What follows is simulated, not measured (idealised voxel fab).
Name of the process module below: voxel ribs on slabs
Displayed cross-section: cut, width of 275 nm, square cells sized 5 nm.
The cross-sections in this document take the form of a grid made of square cells. They are written out as bands, in order from top to bottom. Each band consists of one or more rows of cells.
Top height, bottom height, nm. Materials left to right, width each, nm. Single material + "everywhere" = fills band edge to edge. "empty" = empty.
Heights from 0 (as-received wafer is one material below). Bottom band endless downward, as "from 0 down".
With a width like "30->40", each row of cells in the band differs from the next by the same amount, the top row carrying the first number and the bottom row the second.
"no modification" for a step: no cell of the cross-section changed in that step.
Voids not open to the top, 8 cells minimum: see "Closed void listing". Written width x height at distance; distance is from the left edge; nm.
On each step's line, the part that comes after the settings is the simulator's own comment on the step.
Steps that use a mask can have "overlay nm" on their line. It says how far the mask sat to the right of where it was meant to be. Negative means to the left.

## Listed below are the process steps as planned
1. RECEIVE [material Si]
2. DIRECTIONAL_DEP [material SiO2] [thk nm 20]
3. DIRECTIONAL_DEP [material polySi] [thk nm 15]
4. DIRECTIONAL_DEP [material aC] [thk nm 15]
5. PATTERN [tone cover] [mask id RIB] [material resist] [width nm 15] [thk nm 30] [overlay nm 0]
6. DIRECTIONAL_ETCH [etch materials aC] [depth nm 15]
7. STRIP [etch materials resist]
8. DIRECTIONAL_ETCH [etch materials polySi] [depth nm 10]
9. STRIP [etch materials aC]
10. MASKED_ETCH [tone cover] [mask id SLAB] [width nm 75] [etch materials polySi] [depth nm 5] [overlay nm 0]
11. FILL_DEP [material SiO2] [thk nm 15]
12. CMP [height nm 45]
13. DIRECTIONAL_DEP [material W] [thk nm 10]
14. MASKED_ETCH [tone cover] [mask id HEATER] [width nm 25] [etch materials W] [depth nm 10] [overlay nm 0]
15. CONFORMAL_DEP [material SiO2] [thk nm 5]

## First of two wafers, processed according to plan

## Wafer as received: cross-section following step 1
	from 0 down  Si everywhere
	Closed void listing: none

## So this is the wafer cross-section right after step 2
	from 20 to 0  SiO2 everywhere
	Whatever lies below 0 is exactly as it was before.

## So this is the wafer cross-section right after step 3
	from 35 to 20  polySi everywhere
	Whatever lies below 20 is exactly as it was before.

## So this is the wafer cross-section right after step 4
	from 50 to 35  aC everywhere
	Whatever lies below 35 is exactly as it was before.

## So this is the wafer cross-section right after step 5
	from 80 to 50  130 of empty; 15 of resist; 130 of empty
	Whatever lies below 50 is exactly as it was before.

## So this is the wafer cross-section right after step 6
	from 65 to 50  130 of empty; 15 of resist; 130 of empty
	from 50 to 35  130 of empty; 15 of aC; 130 of empty
	Whatever lies below 35 is exactly as it was before.

## So this is the wafer cross-section right after step 7
	from 50 to 35  130 of empty; 15 of aC; 130 of empty
	Whatever lies below 35 is exactly as it was before.

## So this is the wafer cross-section right after step 8
	from 50 to 35  130 of empty; 15 of aC; 130 of empty
	from 35 to 25  130 of empty; 15 of polySi; 130 of empty
	Whatever lies below 25 is exactly as it was before.

## So this is the wafer cross-section right after step 9
	from 35 to 25  130 of empty; 15 of polySi; 130 of empty
	Whatever lies below 25 is exactly as it was before.

## So this is the wafer cross-section right after step 10
	from 35 to 25  130 of empty; 15 of polySi; 130 of empty
	from 25 to 20  100 of empty; 75 of polySi; 100 of empty
	Whatever lies below 20 is exactly as it was before.

## So this is the wafer cross-section right after step 11
	from 50 to 35  SiO2 everywhere
	from 35 to 25  130 of SiO2; 15 of polySi; 130 of SiO2
	from 25 to 20  100 of SiO2; 75 of polySi; 100 of SiO2
	Whatever lies below 20 is exactly as it was before.

## So this is the wafer cross-section right after step 12
	from 45 to 35  SiO2 everywhere
	Whatever lies below 35 is exactly as it was before.

## So this is the wafer cross-section right after step 13
	from 55 to 45  W everywhere
	Whatever lies below 45 is exactly as it was before.

## So this is the wafer cross-section right after step 14
	from 55 to 45  125 of empty; 25 of W; 125 of empty
	Whatever lies below 45 is exactly as it was before.

## So this is the wafer cross-section right after step 15
	from 60 to 55  120 of empty; 35 of SiO2; 120 of empty
	from 55 to 50  120 of empty; 5 of SiO2; 25 of W; 5 of SiO2; 120 of empty
	from 50 to 45  125 of SiO2; 25 of W; 125 of SiO2
	Whatever lies below 45 is exactly as it was before.

## Notes, second wafer: start = first wafer's, plan = first wafer's, execution had one mistake; history identical to first through step 9

## Second wafer, sectioned view, at step 10's planned end time
	from 30 to 25  130 of empty; 15 of polySi; 130 of empty
	from 25 to 20  100 of polySi; 30 of empty; 15 of polySi; 30 of empty; 100 of polySi
	Whatever lies below 20 is exactly as it was before.

## Second wafer, sectioned view, at step 11's planned end time
	from 45 to 30  SiO2 everywhere
	from 30 to 25  130 of SiO2; 15 of polySi; 130 of SiO2
	from 25 to 20  100 of polySi; 30 of SiO2; 15 of polySi; 30 of SiO2; 100 of polySi
	Whatever lies below 20 is exactly as it was before.

Second wafer, sectioned view, at step 12's planned end time: no modification

## Second wafer, sectioned view, at step 13's planned end time
	from 55 to 45  W everywhere
	Whatever lies below 45 is exactly as it was before.

## Second wafer, sectioned view, at step 14's planned end time
	from 55 to 45  125 of empty; 25 of W; 125 of empty
	Whatever lies below 45 is exactly as it was before.

## Second wafer, sectioned view, at step 15's planned end time
	from 60 to 55  120 of empty; 35 of SiO2; 120 of empty
	from 55 to 50  120 of empty; 5 of SiO2; 25 of W; 5 of SiO2; 120 of empty
	from 50 to 45  125 of SiO2; 25 of W; 125 of SiO2
	Whatever lies below 45 is exactly as it was before.
Processing error: step 10 ran as: MASKED_ETCH [tone open] [mask id SLAB] [width nm 75] [etch materials polySi] [depth nm 5] [overlay nm 0]
It is noted that, at the conclusion of processing, the second wafer exhibits a higher or lower cell count for certain materials relative to the first: -25 SiO2, +25 polySi
